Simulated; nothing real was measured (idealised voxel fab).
The name of this process module is voxel fin reveal.
This is section cut - it's 215 nm across, gridded in 5 nm square cells.
When this document writes out a cross-section, it uses a grid of square cells and lists it as bands, beginning at the top and moving down, with a band standing for one or more rows of cells.
Each band's line starts with the height of the band's top and of its bottom, in nm. Then come its materials from left to right, each with its width in nm. One material with "throughout" fills the band from edge to edge. "blank" is empty space.
Zero point of the height axis is 0; under it, received wafer = one material. Lowest band: continues down indefinitely, "z 0 and below".
When a width is written as two numbers, as in "30->40", the first number is the width in the top row of cells of the band and the second is the width in its bottom row, and the width changes by the same amount from each row to the next.
"nothing altered" after a step means that no cell of the cross-section changed.
Voids not open to the top, 8 cells minimum: see "Closed void inventory". Written width x height at distance; distance is from the left edge; nm.
Formally, on a step line, whatever follows the settings is a remark that the simulator itself makes on the step.
overlay nm: where the mask lay relative to plan, measured to the right, on steps with a mask; negatives go left.
This section lists the process steps that were planned
1) RECEIVE (material Si)
2) CONFORMAL_DEP (material SiN; thk nm 5)
3) PATTERN (tone cover; mask id FINS; material resist; width nm 15; pitch nm 45; thk nm 15; overlay nm -15)
4) DIRECTIONAL_ETCH (etch materials SiN; depth nm 5)
5) DIRECTIONAL_ETCH (etch materials Si; depth nm 30)
6) STRIP (etch materials resist)
7) FILL_DEP (material SiO2; thk nm 10)
8) CMP (height nm 5)
9) SELECTIVE_ETCH (etch materials SiO2; depth nm 20)
10) STRIP (etch materials SiN)
The value of overlay nm given for step 3 in the plan refers to the first wafer; the wafers vary in this setting and are alike at the start.
Received wafers, first of several: cross-section after step 1
z 0 and below: Si throughout
Closed void inventory: none
Module end state after final step 10: cross-section of the first of several wafers
z 0 to -15: blank 60 | Si 15 | blank 30 | Si 15 | blank 95
z -15 to -30: SiO2 60 | Si 15 | SiO2 30 | Si 15 | SiO2 95
z -30 and below: Si throughout
Closed void inventory: none
Last wafer, end of module, cross-section
z 0 to -15: blank 90 | Si 15 | blank 30 | Si 15 | blank 65
z -15 to -30: SiO2 90 | Si 15 | SiO2 30 | Si 15 | SiO2 65
z -30 and below: Si throughout
Closed void inventory: none
Row per wafer, end-of-module: cell gain (+)/loss (-) by material since the wafer came in, then closed voids
overlay nm -15 | -222 Si | +111 SiO2 | Closed void inventory: none
overlay nm -10 | -222 Si | +111 SiO2 | Closed void inventory: none
overlay nm -5 | -222 Si | +111 SiO2 | Closed void inventory: none
overlay nm 0 | -222 Si | +111 SiO2 | Closed void inventory: none
overlay nm 5 | -222 Si | +111 SiO2 | Closed void inventory: none
overlay nm 10 | -222 Si | +111 SiO2 | Closed void inventory: none
overlay nm 15 | -222 Si | +111 SiO2 | Closed void inventory: none
